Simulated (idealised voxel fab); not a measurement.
Process module name: voxel capacitor over wiring
Section cut is 215 nm wide and gridded with 5 nm square cells.
Square cells in a grid make up a cross-section in this document, and the grid is given as bands, listed from the top down, each one or more rows of cells. Quick guide to a band line: top height, bottom height (nm) up front; then every material left to right with its width in nm. Only one material and it's marked "everywhere"? Then it fills the band edge to edge. And "air" just means empty space. Zero point of the height axis is 0; under it, received wafer = one material. Lowest band: continues down indefinitely, "top 0, no bottom". Think of "30..40" as a width that walks from the first number to the second as you go down the band, top row to bottom row, taking equal-sized steps from row to row. Basically "nothing altered" means that step didn't change any cell in the cross-section. What "Entrapped voids" gives you is every empty space of 8 cells or more that is cut off from the top. Each appears as width x height at distance, with the distance taken from the left edge and width, height and distance all in nm. Heads up: the bit after the settings on a step's line is the simulator's remark on that step. "overlay nm" on a masked step: distance the mask lay right of its planned place, negative for left.
### plan
1,RECEIVE (material Si)
2,CONFORMAL_DEP (material SiO2; thk nm 10)
3,CONFORMAL_DEP (material SiN; thk nm 5)
4,DIRECTIONAL_DEP (material lowk; thk nm 15)
5,MASKED_ETCH (tone open; mask id METAL_1; width nm 30; pitch nm 100; etch materials lowk; depth nm 15; overlay nm 0)
6,MASKED_ETCH (tone open; mask id METAL_1; width nm 30; pitch nm 100; etch materials SiN; depth nm 5; overlay nm 0)
7,CONFORMAL_DEP (material TiN; thk nm 5)
8,FILL_DEP (material Cu; thk nm 10)
9,CMP (height nm 30)
10,CONFORMAL_DEP (material SiCN; thk nm 5)
11,DIRECTIONAL_DEP (material SiO2; thk nm 15)
12,DIRECTIONAL_DEP (material aC; thk nm 15)
13,PATTERN (tone open; mask id PLUG_1; material resist; width nm 15; thk nm 30; overlay nm 0)
14,DIRECTIONAL_ETCH (etch materials aC; depth nm 15)
15,STRIP (etch materials resist)
16,DIRECTIONAL_ETCH (etch materials SiO2; depth nm 15)
17,DIRECTIONAL_ETCH (etch materials SiCN; depth nm 5)
18,STRIP (etch materials aC)
19,CONFORMAL_DEP (material TiN; thk nm 5)
20,FILL_DEP (material Cu; thk nm 5)
21,CMP (height nm 50)
22,DIRECTIONAL_DEP (material TiN; thk nm 10)
23,DIRECTIONAL_DEP (material HfO2; thk nm 5)
24,DIRECTIONAL_DEP (material TiN; thk nm 5)
25,DIRECTIONAL_DEP (material aC; thk nm 10)
26,PATTERN (tone cover; mask id UPPER_PLATE; material resist; width nm 75; thk nm 30; overlay nm 0)
27,DIRECTIONAL_ETCH (etch materials aC; depth nm 10)
28,STRIP (etch materials resist)
29,DIRECTIONAL_ETCH (etch materials TiN; depth nm 5)
30,DIRECTIONAL_ETCH (etch materials HfO2; depth nm 5)
31,STRIP (etch materials aC)
32,DIRECTIONAL_DEP (material aC; thk nm 10)
33,PATTERN (tone cover; mask id LOWER_PLATE; material resist; width nm 85; thk nm 25; overlay nm 0)
34,DIRECTIONAL_ETCH (etch materials aC; depth nm 10)
35,STRIP (etch materials resist)
36,DIRECTIONAL_ETCH (etch materials TiN; depth nm 10)
37,STRIP (etch materials aC)
38,FILL_DEP (material SiO2; thk nm 15)
39,CMP (height nm 80)
40,PATTERN (tone open; mask id PLUG_2; material resist; width nm 15; thk nm 15; overlay nm 0)
41,DIRECTIONAL_ETCH (etch materials SiO2; depth nm 10)
42,STRIP (etch materials resist)
43,CONFORMAL_DEP (material TiN; thk nm 5)
44,FILL_DEP (material W; thk nm 10)
45,CMP (height nm 80)
46,CONFORMAL_DEP (material SiCN; thk nm 5)
### Wafer, first of two, run as planned
### Received-state cross-section, reflecting completion of step 1
	top 0, no bottom  Si everywhere
	Entrapped voids: none
### Cross-section of the wafer after step 2
	top 10, bottom 0  SiO2 everywhere
	Note: structure below 0 unchanged.
### Cross-section of the wafer after step 3
	top 15, bottom 10  SiN everywhere
	Note: structure below 10 unchanged.
### Cross-section of the wafer after step 4
	top 30, bottom 15  lowk everywhere
	Note: structure below 15 unchanged.
### Cross-section of the wafer after step 5
	top 30, bottom 15  40 lowk, then 30 air, then 70 lowk, then 30 air, then 45 lowk
	Note: structure below 15 unchanged.
### Cross-section of the wafer after step 6
	top 30, bottom 15  40 lowk, then 30 air, then 70 lowk, then 30 air, then 45 lowk
	top 15, bottom 10  40 SiN, then 30 air, then 70 SiN, then 30 air, then 45 SiN
	Note: structure below 10 unchanged.
### Cross-section of the wafer after step 7
	top 35, bottom 30  45 TiN, then 20 air, then 80 TiN, then 20 air, then 50 TiN
	top 30, bottom 15  40 lowk, then 5 TiN, then 20 air, then 5 TiN, then 70 lowk, then 5 TiN, then 20 air, then 5 TiN, then 45 lowk
	top 15, bottom 10  40 SiN, then 30 TiN, then 70 SiN, then 30 TiN, then 45 SiN
	Note: structure below 10 unchanged.
### Cross-section of the wafer after step 8
	top 45, bottom 35  Cu everywhere
	top 35, bottom 30  45 TiN, then 20 Cu, then 80 TiN, then 20 Cu, then 50 TiN
	top 30, bottom 15  40 lowk, then 5 TiN, then 20 Cu, then 5 TiN, then 70 lowk, then 5 TiN, then 20 Cu, then 5 TiN, then 45 lowk
	Note: structure below 15 unchanged.
### Cross-section of the wafer after step 9
	top 30, bottom 15  40 lowk, then 5 TiN, then 20 Cu, then 5 TiN, then 70 lowk, then 5 TiN, then 20 Cu, then 5 TiN, then 45 lowk
	Note: structure below 15 unchanged.
### Cross-section of the wafer after step 10
	top 35, bottom 30  SiCN everywhere
	Note: structure below 30 unchanged.
### Cross-section of the wafer after step 11
	top 50, bottom 35  SiO2 everywhere
	Note: structure below 35 unchanged.
### Cross-section of the wafer after step 12
	top 65, bottom 50  aC everywhere
	Note: structure below 50 unchanged.
### Cross-section of the wafer after step 13
	top 95, bottom 65  55 resist, then 15 air, then 145 resist
	Note: structure below 65 unchanged.
### Cross-section of the wafer after step 14
	top 80, bottom 65  55 resist, then 15 air, then 145 resist
	top 65, bottom 50  55 aC, then 15 air, then 145 aC
	Note: structure below 50 unchanged.
### Cross-section of the wafer after step 15
	top 65, bottom 50  55 aC, then 15 air, then 145 aC
	Note: structure below 50 unchanged.
### Cross-section of the wafer after step 16
	top 65, bottom 50  55 aC, then 15 air, then 145 aC
	top 50, bottom 35  55 SiO2, then 15 air, then 145 SiO2
	Note: structure below 35 unchanged.
### Cross-section of the wafer after step 17
	top 65, bottom 50  55 aC, then 15 air, then 145 aC
	top 50, bottom 35  55 SiO2, then 15 air, then 145 SiO2
	top 35, bottom 30  55 SiCN, then 15 air, then 145 SiCN
	Note: structure below 30 unchanged.
### Cross-section of the wafer after step 18
	top 50, bottom 35  55 SiO2, then 15 air, then 145 SiO2
	Note: structure below 35 unchanged.
### Cross-section of the wafer after step 19
	top 55, bottom 50  60 TiN, then 5 air, then 150 TiN
	top 50, bottom 35  55 SiO2, then 5 TiN, then 5 air, then 5 TiN, then 145 SiO2
	top 35, bottom 30  55 SiCN, then 15 TiN, then 145 SiCN
	Note: structure below 30 unchanged.
### Cross-section of the wafer after step 20
	top 60, bottom 55  Cu everywhere
	top 55, bottom 50  60 TiN, then 5 Cu, then 150 TiN
	top 50, bottom 35  55 SiO2, then 5 TiN, then 5 Cu, then 5 TiN, then 145 SiO2
	Note: structure below 35 unchanged.
### Cross-section of the wafer after step 21
	top 50, bottom 35  55 SiO2, then 5 TiN, then 5 Cu, then 5 TiN, then 145 SiO2
	Note: structure below 35 unchanged.
### Cross-section of the wafer after step 22
	top 60, bottom 50  TiN everywhere
	Note: structure below 50 unchanged.
### Cross-section of the wafer after step 23
	top 65, bottom 60  HfO2 everywhere
	Note: structure below 60 unchanged.
### Cross-section of the wafer after step 24
	top 70, bottom 65  TiN everywhere
	Note: structure below 65 unchanged.
### Cross-section of the wafer after step 25
	top 80, bottom 70  aC everywhere
	Note: structure below 70 unchanged.
### Cross-section of the wafer after step 26
	top 110, bottom 80  55 air, then 75 resist, then 85 air
	Note: structure below 80 unchanged.
### Cross-section of the wafer after step 27
	top 100, bottom 80  55 air, then 75 resist, then 85 air
	top 80, bottom 70  55 air, then 75 aC, then 85 air
	Note: structure below 70 unchanged.
### Cross-section of the wafer after step 28
	top 80, bottom 70  55 air, then 75 aC, then 85 air
	Note: structure below 70 unchanged.
### Cross-section of the wafer after step 29
	top 80, bottom 70  55 air, then 75 aC, then 85 air
	top 70, bottom 65  55 air, then 75 TiN, then 85 air
	Note: structure below 65 unchanged.
### Cross-section of the wafer after step 30
	top 80, bottom 70  55 air, then 75 aC, then 85 air
	top 70, bottom 65  55 air, then 75 TiN, then 85 air
	top 65, bottom 60  55 air, then 75 HfO2, then 85 air
	Note: structure below 60 unchanged.
### Cross-section of the wafer after step 31
	top 70, bottom 65  55 air, then 75 TiN, then 85 air
	Note: structure below 65 unchanged.
### Cross-section of the wafer after step 32
	top 80, bottom 70  55 air, then 75 aC, then 85 air
	top 70, bottom 65  55 aC, then 75 TiN, then 85 aC
	top 65, bottom 60  55 aC, then 75 HfO2, then 85 aC
	Note: structure below 60 unchanged.
### Cross-section of the wafer after step 33
	top 105, bottom 80  50 air, then 85 resist, then 80 air
	top 80, bottom 70  50 air, then 5 resist, then 75 aC, then 5 resist, then 80 air
	Note: structure below 70 unchanged.
### Cross-section of the wafer after step 34
	top 95, bottom 80  50 air, then 85 resist, then 80 air
	top 80, bottom 70  50 air, then 5 resist, then 75 aC, then 5 resist, then 80 air
	top 70, bottom 65  50 air, then 5 aC, then 75 TiN, then 5 aC, then 80 air
	top 65, bottom 60  50 air, then 5 aC, then 75 HfO2, then 5 aC, then 80 air
	Note: structure below 60 unchanged.
### Cross-section of the wafer after step 35
	top 80, bottom 70  55 air, then 75 aC, then 85 air
	Note: structure below 70 unchanged.
### Cross-section of the wafer after step 36
	top 80, bottom 70  55 air, then 75 aC, then 85 air
	top 70, bottom 65  50 air, then 5 aC, then 75 TiN, then 5 aC, then 80 air
	top 65, bottom 60  50 air, then 5 aC, then 75 HfO2, then 5 aC, then 80 air
	top 60, bottom 50  50 air, then 85 TiN, then 80 air
	Note: structure below 50 unchanged.
### Cross-section of the wafer after step 37
	top 70, bottom 65  55 air, then 75 TiN, then 85 air
	top 65, bottom 60  55 air, then 75 HfO2, then 85 air
	Note: structure below 60 unchanged.
### Cross-section of the wafer after step 38
	top 85, bottom 70  SiO2 everywhere
	top 70, bottom 65  55 SiO2, then 75 TiN, then 85 SiO2
	top 65, bottom 60  55 SiO2, then 75 HfO2, then 85 SiO2
	top 60, bottom 50  50 SiO2, then 85 TiN, then 80 SiO2
	Note: structure below 50 unchanged.
### Cross-section of the wafer after step 39
	top 80, bottom 70  SiO2 everywhere
	Note: structure below 70 unchanged.
### Cross-section of the wafer after step 40
	top 95, bottom 80  65 resist, then 15 air, then 135 resist
	Note: structure below 80 unchanged.
### Cross-section of the wafer after step 41
	top 95, bottom 80  65 resist, then 15 air, then 135 resist
	top 80, bottom 70  65 SiO2, then 15 air, then 135 SiO2
	Note: structure below 70 unchanged.
### Cross-section of the wafer after step 42
	top 80, bottom 70  65 SiO2, then 15 air, then 135 SiO2
	Note: structure below 70 unchanged.
### Cross-section of the wafer after step 43
	top 85, bottom 80  70 TiN, then 5 air, then 140 TiN
	top 80, bottom 75  65 SiO2, then 5 TiN, then 5 air, then 5 TiN, then 135 SiO2
	top 75, bottom 65  65..55 SiO2, then 15..75 TiN, then 135..85 SiO2
	Note: structure below 65 unchanged.
### Cross-section of the wafer after step 44
	top 95, bottom 85  W everywhere
	top 85, bottom 80  70 TiN, then 5 W, then 140 TiN
	top 80, bottom 75  65 SiO2, then 5 TiN, then 5 W, then 5 TiN, then 135 SiO2
	Note: structure below 75 unchanged.
### Cross-section of the wafer after step 45
	top 80, bottom 75  65 SiO2, then 5 TiN, then 5 W, then 5 TiN, then 135 SiO2
	Note: structure below 75 unchanged.
### Cross-section of the wafer after step 46
	top 85, bottom 80  SiCN everywhere
	Note: structure below 80 unchanged.
### Second wafer. Start and plan as for the first. One mistake made in running. Agrees with the first up to and including step 39
### Cross-section, second wafer, at the end time the plan gives for step 40
	top 95, bottom 80  60 resist, then 25 air, then 130 resist
	Note: structure below 80 unchanged.
### Cross-section, second wafer, at the end time the plan gives for step 41
	top 95, bottom 80  60 resist, then 25 air, then 130 resist
	top 80, bottom 70  60 SiO2, then 25 air, then 130 SiO2
	Note: structure below 70 unchanged.
### Cross-section, second wafer, at the end time the plan gives for step 42
	top 80, bottom 70  60 SiO2, then 25 air, then 130 SiO2
	Note: structure below 70 unchanged.
### Cross-section, second wafer, at the end time the plan gives for step 43
	top 85, bottom 80  65 TiN, then 15 air, then 135 TiN
	top 80, bottom 75  60 SiO2, then 5 TiN, then 15 air, then 5 TiN, then 130 SiO2
	top 75, bottom 65  60..55 SiO2, then 25..75 TiN, then 130..85 SiO2
	Note: structure below 65 unchanged.
### Cross-section, second wafer, at the end time the plan gives for step 44
	top 95, bottom 85  W everywhere
	top 85, bottom 80  65 TiN, then 15 W, then 135 TiN
	top 80, bottom 75  60 SiO2, then 5 TiN, then 15 W, then 5 TiN, then 130 SiO2
	Note: structure below 75 unchanged.
### Cross-section, second wafer, at the end time the plan gives for step 45
	top 80, bottom 75  60 SiO2, then 5 TiN, then 15 W, then 5 TiN, then 130 SiO2
	Note: structure below 75 unchanged.
### Cross-section, second wafer, at the end time the plan gives for step 46
	top 85, bottom 80  SiCN everywhere
	Note: structure below 80 unchanged.
Short version of what went wrong: for step 40, the planned setting was not used; the step was instead run as PATTERN (tone open; mask id PLUG_2; material resist; width nm 25; thk nm 15; overlay nm 0)
Final tally in cells, some materials are higher or lower on the second wafer than on the first: SiO2 -4; TiN +2; W +2
